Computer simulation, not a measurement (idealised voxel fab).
You're looking at the process module voxel ribs on slabs.
Cross-section cut: width 255 nm, square cells of 5 nm.
For the purposes of this document, a cross-section shall be understood as a grid of square cells, specified as bands listed in top-to-bottom order, each band consisting of one or more rows of cells. A band entry consists of two parts. The first gives the height of the band's top and the height of its bottom, in nm. The rest lists the band's materials from left to right, each with its width in nm. A single material labelled with the word "everywhere" fills the band from edge to edge, and the word "blank" marks empty space. Heights are reckoned from 0. Under this level, the received wafer is all of one material. The bottommost band is open-ended downward, for example "top 0, no bottom". Top row gets the first number, bottom row gets the second, and each row in between changes by the same step: that is how a band width like "30->40" works. Basically "remained unchanged" means that step didn't change any cell in the cross-section. Closed-off voids of 8+ cells (no open route to the top) go in "Closed void list", written width x height at distance from the left edge, in nm. Past the settings on a step's line: simulator remark, on that step. overlay nm: mask offset rightward from planned place, masked step; negative means leftward offset.

-- Planned process steps
1,RECEIVE,material Si
2,DIRECTIONAL_DEP,material SiO2,thk nm 30
3,DIRECTIONAL_DEP,material polySi,thk nm 25
4,MASKED_ETCH,tone cover,mask id RIB,width nm 15,etch materials polySi,depth nm 5,overlay nm 0
5,MASKED_ETCH,tone cover,mask id SLAB,width nm 75,etch materials polySi,depth nm 20,overlay nm 0
6,FILL_DEP,material SiO2,thk nm 20
7,CMP,height nm 65
8,DIRECTIONAL_DEP,material TiN,thk nm 5
9,DIRECTIONAL_DEP,material aC,thk nm 15
10,PATTERN,tone cover,mask id HEATER,material resist,width nm 25,thk nm 30,overlay nm 0
11,DIRECTIONAL_ETCH,etch materials aC,depth nm 15
12,STRIP,etch materials resist
13,DIRECTIONAL_ETCH,etch materials TiN,depth nm 5
14,STRIP,etch materials aC
15,CONFORMAL_DEP,material SiO2,thk nm 10

-- What follows covers the first of two wafers; it ran as planned

-- Wafer at receipt (post step 1), cross-section
> top 0, no bottom = Si everywhere
> Closed void list: none

-- Cross-section: wafer state after step 2
> top 30, bottom 0 = SiO2 everywhere
> Anything lower than 0 is untouched.

-- Cross-section: wafer state after step 3
> top 55, bottom 30 = polySi everywhere
> Anything lower than 30 is untouched.

-- Cross-section: wafer state after step 4
> top 55, bottom 50 = blank: 120, polySi: 15, blank: 120
> Anything lower than 50 is untouched.

-- Cross-section: wafer state after step 5
> top 55, bottom 50 = blank: 120, polySi: 15, blank: 120
> top 50, bottom 30 = blank: 90, polySi: 75, blank: 90
> Anything lower than 30 is untouched.

-- Cross-section: wafer state after step 6
> top 75, bottom 55 = SiO2 everywhere
> top 55, bottom 50 = SiO2: 120, polySi: 15, SiO2: 120
> top 50, bottom 30 = SiO2: 90, polySi: 75, SiO2: 90
> Anything lower than 30 is untouched.

-- Cross-section: wafer state after step 7
> top 65, bottom 55 = SiO2 everywhere
> Anything lower than 55 is untouched.

-- Cross-section: wafer state after step 8
> top 70, bottom 65 = TiN everywhere
> Anything lower than 65 is untouched.

-- Cross-section: wafer state after step 9
> top 85, bottom 70 = aC everywhere
> Anything lower than 70 is untouched.

-- Cross-section: wafer state after step 10
> top 115, bottom 85 = blank: 115, resist: 25, blank: 115
> Anything lower than 85 is untouched.

-- Cross-section: wafer state after step 11
> top 100, bottom 85 = blank: 115, resist: 25, blank: 115
> top 85, bottom 70 = blank: 115, aC: 25, blank: 115
> Anything lower than 70 is untouched.

-- Cross-section: wafer state after step 12
> top 85, bottom 70 = blank: 115, aC: 25, blank: 115
> Anything lower than 70 is untouched.

-- Cross-section: wafer state after step 13
> top 85, bottom 70 = blank: 115, aC: 25, blank: 115
> top 70, bottom 65 = blank: 115, TiN: 25, blank: 115
> Anything lower than 65 is untouched.

-- Cross-section: wafer state after step 14
> top 70, bottom 65 = blank: 115, TiN: 25, blank: 115
> Anything lower than 65 is untouched.

-- Cross-section: wafer state after step 15
> top 80, bottom 75 = blank: 105, SiO2: 45, blank: 105
> top 75, bottom 70 = SiO2 everywhere
> top 70, bottom 65 = SiO2: 115, TiN: 25, SiO2: 115
> Anything lower than 65 is untouched.

-- The second wafer: identical to the first at the outset and in its planned sequence, differing only in that one mistake was made during processing; up to and including step 1, its path is the first wafer's path

-- Second wafer at the planned finish of step 2, seen in cross-section
> top 40, bottom 0 = SiO2 everywhere
> Anything lower than 0 is untouched.

-- Second wafer at the planned finish of step 3, seen in cross-section
> top 65, bottom 40 = polySi everywhere
> Anything lower than 40 is untouched.

-- Second wafer at the planned finish of step 4, seen in cross-section
> top 65, bottom 60 = blank: 120, polySi: 15, blank: 120
> Anything lower than 60 is untouched.

-- Second wafer at the planned finish of step 5, seen in cross-section
> top 65, bottom 60 = blank: 120, polySi: 15, blank: 120
> top 60, bottom 40 = blank: 90, polySi: 75, blank: 90
> Anything lower than 40 is untouched.

-- Second wafer at the planned finish of step 6, seen in cross-section
> top 85, bottom 65 = SiO2 everywhere
> top 65, bottom 60 = SiO2: 120, polySi: 15, SiO2: 120
> top 60, bottom 40 = SiO2: 90, polySi: 75, SiO2: 90
> Anything lower than 40 is untouched.

-- Second wafer at the planned finish of step 7, seen in cross-section
> top 65, bottom 60 = SiO2: 120, polySi: 15, SiO2: 120
> Anything lower than 60 is untouched.

-- Second wafer at the planned finish of step 8, seen in cross-section
> top 70, bottom 65 = TiN everywhere
> Anything lower than 65 is untouched.

-- Second wafer at the planned finish of step 9, seen in cross-section
> top 85, bottom 70 = aC everywhere
> Anything lower than 70 is untouched.

-- Second wafer at the planned finish of step 10, seen in cross-section
> top 115, bottom 85 = blank: 115, resist: 25, blank: 115
> Anything lower than 85 is untouched.

-- Second wafer at the planned finish of step 11, seen in cross-section
> top 100, bottom 85 = blank: 115, resist: 25, blank: 115
> top 85, bottom 70 = blank: 115, aC: 25, blank: 115
> Anything lower than 70 is untouched.

-- Second wafer at the planned finish of step 12, seen in cross-section
> top 85, bottom 70 = blank: 115, aC: 25, blank: 115
> Anything lower than 70 is untouched.

-- Second wafer at the planned finish of step 13, seen in cross-section
> top 85, bottom 70 = blank: 115, aC: 25, blank: 115
> top 70, bottom 65 = blank: 115, TiN: 25, blank: 115
> Anything lower than 65 is untouched.

-- Second wafer at the planned finish of step 14, seen in cross-section
> top 70, bottom 65 = blank: 115, TiN: 25, blank: 115
> Anything lower than 65 is untouched.

-- Second wafer at the planned finish of step 15, seen in cross-section
> top 80, bottom 75 = blank: 105, SiO2: 45, blank: 105
> top 75, bottom 70 = SiO2 everywhere
> top 70, bottom 65 = SiO2: 115, TiN: 25, SiO2: 115
> Anything lower than 65 is untouched.
Against the plan, the run slipped here: step 2 did not happen as planned, as run it was DIRECTIONAL_DEP,material SiO2,thk nm 40
So at the finish, the second wafer's got exactly as many cells of each material as the first, just not in the same spots.
